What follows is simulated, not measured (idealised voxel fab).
Process module, titled voxel self aligned contacts
The cross-section on display is named cut; it measures 230 nm wide, and its cells are 5 nm squares.
Heads up, the way a cross-section reads in here is a grid of square cells, handed over as bands from the top down, with every band being one or more rows of cells. Per band: top height and bottom height in nm, followed by the left-to-right materials and their widths in nm; "full width" marks a single material spanning edge to edge, "blank" marks empty space. Height datum 0, below which the as-received substrate wafer is one material. Lowest band open at the bottom, running downward: "0 -> down". Width "30 to 40": first value at the band's top row of cells, second value at its bottom row, equal change from row to row. Step marked "no change"? Then no cell in the cross-section changed in it. The list in "Enclosed void entries" covers empty spaces of 8 cells or more that cannot reach the top through any open way, and it gives each as width x height at distance; the distance is from the left edge, and width, height and distance are in nm. Where a step's line continues beyond its settings, the continuation is a remark by the simulator itself on that step. "overlay nm" denotes, for a step that has a mask, the displacement of the mask to the right of its planned place, with negative values corresponding to the left.
List of planned process steps
1) RECEIVE | material Si
2) OXIDIZE | depth nm 5
3) DIRECTIONAL_DEP | material polySi | thk nm 20
4) DIRECTIONAL_DEP | material SiN | thk nm 25
5) PATTERN | tone cover | mask id GATE | material resist | width nm 35 | pitch nm 70 | thk nm 15 | overlay nm 0
6) DIRECTIONAL_ETCH | etch materials SiN | depth nm 25
7) DIRECTIONAL_ETCH | etch materials polySi | depth nm 20
8) STRIP | etch materials resist
9) CONFORMAL_DEP | material SiN | thk nm 10
10) DIRECTIONAL_ETCH | etch materials SiN | depth nm 10
11) FILL_DEP | material SiO2 | thk nm 10
12) CMP | height nm 50
13) DIRECTIONAL_DEP | material aC | thk nm 15
14) PATTERN | tone open | mask id CONTACT | material resist | width nm 55 | pitch nm 70 | thk nm 35 | overlay nm 0
15) DIRECTIONAL_ETCH | etch materials aC | depth nm 15
16) STRIP | etch materials resist
17) DIRECTIONAL_ETCH | etch materials SiO2 | depth nm 55
18) STRIP | etch materials aC
19) CONFORMAL_DEP | material TiN | thk nm 5
20) FILL_DEP | material W | thk nm 5
21) CMP | height nm 50
22) CONFORMAL_DEP | material SiN | thk nm 5
As received, after step 1
	0 -> down | Si full width
	Enclosed void entries: none
The following cross-section depicts the wafer upon conclusion of the module. Processing commenced from the starting condition illustrated above and adhered to the plan illustrated above, save for one mistake in execution
	55 -> 50 | SiN full width
	50 -> 45 | 55 nm SiO2; 20 nm TiN; 5 nm W; 25 nm TiN; 20 nm SiO2; 20 nm TiN; 5 nm W; 25 nm TiN; 55 nm SiO2
	45 -> 20 | 15 nm SiO2; 55 nm SiN; 5 nm TiN; 5 nm W; 5 nm TiN; 55 nm SiN; 5 nm TiN; 5 nm W; 5 nm TiN; 55 nm SiN; 20 nm SiO2
	20 -> 0 | 15 nm SiO2; 10 nm SiN; 35 nm polySi; 10 nm SiN; 5 nm TiN; 5 nm W; 5 nm TiN; 10 nm SiN; 35 nm polySi; 10 nm SiN; 5 nm TiN; 5 nm W; 5 nm TiN; 10 nm SiN; 35 nm polySi; 10 nm SiN; 20 nm SiO2
	0 -> -5 | 70 nm SiO2; 15 nm TiN; 55 nm SiO2; 15 nm TiN; 75 nm SiO2
	-5 -> down | Si full width
	Enclosed void entries: none
What was the processing mistake? contrary to plan, step 14 was performed as PATTERN | tone open | mask id CONTACT | material resist | width nm 50 | pitch nm 70 | thk nm 35 | overlay nm 0
